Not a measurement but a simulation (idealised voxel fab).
You're looking at the process module voxel self aligned contacts.
Each square cell in cross-section cut measures 5 nm, and the section as a whole is 240 nm wide.
How to read a cross-section here: the picture is a grid of square cells, written as bands going from the top down, and any band can span one or more rows of cells. Heads up on the band format: heights come first, top then bottom, in nm. After that it's the materials left to right, each with its width in nm. A single material flagged "all across" fills the whole band edge to edge, and "empty" means there's empty space there. Convention: height 0 is the level below which the wafer, as received, is all one material. The lowest band does not terminate at the bottom but continues downward, represented as "0 nm and below". Top row gets the first number, bottom row gets the second, and each row in between changes by the same step: that is how a band width like "30..40" works. "everything unchanged" (step): cross-section cells unchanged, all of them. "Enclosed internal cavities" means: voids of 8 cells or more that are shut off from the top with no open way through. Written width x height at distance, distance from the left edge, in nm. Whatever follows a step's settings on its line is a remark the simulator itself makes about that step. What "overlay nm" on a step's line means: if the step has a mask, that mask lay this far to the right of its planned place, or, when the value is negative, to the left.
SO HERE'S THE LINEUP OF PROCESS STEPS WE PLANNED
1. op RECEIVE | material Si
2. op OXIDIZE | depth nm 5
3. op DIRECTIONAL_DEP | material polySi | thk nm 30
4. op DIRECTIONAL_DEP | material SiN | thk nm 20
5. op PATTERN | tone cover | mask id GATE | material resist | width nm 25 | pitch nm 70 | thk nm 20 | overlay nm 0
6. op DIRECTIONAL_ETCH | etch materials SiN | depth nm 20
7. op DIRECTIONAL_ETCH | etch materials polySi | depth nm 30
8. op STRIP | etch materials resist
9. op CONFORMAL_DEP | material SiN | thk nm 5
10. op DIRECTIONAL_ETCH | etch materials SiN | depth nm 10
11. op FILL_DEP | material SiO2 | thk nm 10
12. op CMP | height nm 55
13. op PATTERN | tone open | mask id CONTACT | material resist | width nm 55 | thk nm 15 | overlay nm 0
14. op DIRECTIONAL_ETCH | etch materials SiO2 | depth nm 60
15. op STRIP | etch materials resist
16. op CONFORMAL_DEP | material TiN | thk nm 5
17. op FILL_DEP | material W | thk nm 10
18. op CMP | height nm 55
19. op CONFORMAL_DEP | material SiCN | thk nm 5
Where the wafers of this document differ is in the thk nm of step 9; they start out the same, and the plan states the value that applied to the first wafer.
CROSS-SECTION OF THE FIRST OF SEVERAL RECEIVED WAFERS, SHOWING ITS STATE AFTER STEP 1
* 0 nm and below: Si all across
* Enclosed internal cavities: none
NOTE: THE FOLLOWING TABLE IS ARRANGED BY WAFER, A ROW APIECE. EACH ROW REPORTS THE END-OF-MODULE STATE: PER MATERIAL, CELLS GAINED (+) OR CELLS LOST (-) COMPARED WITH THE WAFER AS RECEIVED; CLOSED VOIDS FOLLOW
thk nm 5 | -48 Si | +48 SiCN | +66 SiN | +358 SiO2 | +33 TiN | +59 W | +60 polySi | Enclosed internal cavities: none
thk nm 10 | -48 Si | +48 SiCN | +120 SiN | +330 SiO2 | +33 TiN | +33 W | +60 polySi | Enclosed internal cavities: none
thk nm 15 | -48 Si | +48 SiCN | +208 SiN | +278 SiO2 | +21 TiN | +9 W | +60 polySi | Enclosed internal cavities: none
thk nm 20 | -48 Si | +48 SiCN | +270 SiN | +237 SiO2 | +9 TiN | +60 polySi | Enclosed internal cavities: none
thk nm 25 | -48 Si | +48 SiCN | +316 SiN | +200 SiO2 | +60 polySi | Enclosed internal cavities: none
